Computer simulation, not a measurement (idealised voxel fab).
Module name: voxel trench capacitor (process module)
Shown is cross-section cut, with a width of 225 nm and square cells of size 5 nm.
Bands, listed from the top down, are how a cross-section gets written in this document; the cross-section itself is a grid of square cells, and a band is one or more rows of them.
Read a band's entry like this: the first values are the height of its top and the height of its bottom in nm, and what follows is the sequence of materials from left to right, each with its width in nm. Note that "empty" is empty space, and that a single material marked "everywhere" reaches across the band from edge to edge.
The reference from which all heights are counted is 0, the level beneath which the as-received wafer is entirely one material; the lowest band, having no lower bound, proceeds downward and is written after the example "0 nm and below".
The notation "30..40" denotes a width that varies across the rows of cells in the band, beginning at the first number in the top row, finishing at the second number in the bottom row, and changing by an identical amount from each row to the next.
Step marked "remained the same"? Then no cell in the cross-section changed in it.
Voids not open to the top, 8 cells minimum: see "Trapped cavities". Written width x height at distance; distance is from the left edge; nm.
Where a step's line continues beyond its settings, the continuation is a remark by the simulator itself on that step.
overlay nm: right-of-plan distance of the mask on a masked step; negative values mean left-of-plan.
The remainder of this document consists of a sequence of paired cross-sections. Each pair presents the cross-section prior to one process step together with the cross-section following it, the latter being rendered only as deep as the lowest band that underwent change. The intervening step, together with its settings, is stated beneath each pair. Because the pairs may originate from different runs of this module on the same starting wafer, a given pair is to be read as continuing from the preceding pair only where its entry headed "Pre-processing view" so indicates.

**Pre-processing view**
5 nm to 0 nm | empty (40); SiN (30); empty (25); SiN (30); empty (25); SiN (30); empty (45)
0 nm to -35 nm | empty (40); Si (30); empty (25); Si (30); empty (25); Si (30); empty (45)
-35 nm and below | Si everywhere
Trapped cavities: none

**Post-Process Section**
10 nm to 5 nm | empty (35); Al2O3 (40); empty (15); Al2O3 (40); empty (15); Al2O3 (40); empty (40)
5 nm to 0 nm | empty (35); Al2O3 (5); SiN (30); Al2O3 (5); empty (15); Al2O3 (5); SiN (30); Al2O3 (5); empty (15); Al2O3 (5); SiN (30); Al2O3 (5); empty (40)
0 nm to -30 nm | empty (35); Al2O3 (5); Si (30); Al2O3 (5); empty (15); Al2O3 (5); Si (30); Al2O3 (5); empty (15); Al2O3 (5); Si (30); Al2O3 (5); empty (40)
-30 nm to -35 nm | Al2O3 (40); Si (30); Al2O3 (25); Si (30); Al2O3 (25); Si (30); Al2O3 (45)
At heights below -35, the structure remains unaltered.
Trapped cavities: none
Upper to lower cross-section via CONFORMAL_DEP (material Al2O3; thk nm 5)

Pre-processing view: cross-section not repeated; it is the one shown after the step in the pair just above.

**Post-Process Section**
15 nm to 10 nm | empty (30); TiN (50); empty (5); TiN (50); empty (5); TiN (50); empty (35)
10 nm to 5 nm | empty (30); TiN (5); Al2O3 (40); TiN (5); empty (5); TiN (5); Al2O3 (40); TiN (5); empty (5); TiN (5); Al2O3 (40); TiN (5); empty (35)
5 nm to 0 nm | empty (30); TiN (5); Al2O3 (5); SiN (30); Al2O3 (5); TiN (5); empty (5); TiN (5); Al2O3 (5); SiN (30); Al2O3 (5); TiN (5); empty (5); TiN (5); Al2O3 (5); SiN (30); Al2O3 (5); TiN (5); empty (35)
0 nm to -25 nm | empty (30); TiN (5); Al2O3 (5); Si (30); Al2O3 (5); TiN (5); empty (5); TiN (5); Al2O3 (5); Si (30); Al2O3 (5); TiN (5); empty (5); TiN (5); Al2O3 (5); Si (30); Al2O3 (5); TiN (5); empty (35)
-25 nm to -30 nm | TiN (35); Al2O3 (5); Si (30); Al2O3 (5); TiN (15); Al2O3 (5); Si (30); Al2O3 (5); TiN (15); Al2O3 (5); Si (30); Al2O3 (5); TiN (40)
At heights below -30, the structure remains unaltered.
Trapped cavities: none
Upper to lower cross-section via CONFORMAL_DEP (material TiN; thk nm 5)

Pre-processing view: cross-section not repeated; it is the one shown after the step in the pair just above.

**Post-Process Section**
20 nm to 15 nm | W everywhere
15 nm to 10 nm | W (30); TiN (50); W (5); TiN (50); W (5); TiN (50); W (35)
10 nm to 5 nm | W (30); TiN (5); Al2O3 (40); TiN (5); W (5); TiN (5); Al2O3 (40); TiN (5); W (5); TiN (5); Al2O3 (40); TiN (5); W (35)
5 nm to 0 nm | W (30); TiN (5); Al2O3 (5); SiN (30); Al2O3 (5); TiN (5); W (5); TiN (5); Al2O3 (5); SiN (30); Al2O3 (5); TiN (5); W (5); TiN (5); Al2O3 (5); SiN (30); Al2O3 (5); TiN (5); W (35)
0 nm to -25 nm | W (30); TiN (5); Al2O3 (5); Si (30); Al2O3 (5); TiN (5); W (5); TiN (5); Al2O3 (5); Si (30); Al2O3 (5); TiN (5); W (5); TiN (5); Al2O3 (5); Si (30); Al2O3 (5); TiN (5); W (35)
At heights below -25, the structure remains unaltered.
Trapped cavities: none
Upper to lower cross-section via FILL_DEP (material W; thk nm 5)

Pre-processing view: cross-section not repeated; it is the one shown after the step in the pair just above.

**Post-Process Section**
5 nm to 0 nm | W (30); TiN (5); Al2O3 (5); SiN (30); Al2O3 (5); TiN (5); W (5); TiN (5); Al2O3 (5); SiN (30); Al2O3 (5); TiN (5); W (5); TiN (5); Al2O3 (5); SiN (30); Al2O3 (5); TiN (5); W (35)
At heights below 0, the structure remains unaltered.
Trapped cavities: none
Upper to lower cross-section via CMP (height nm 5)
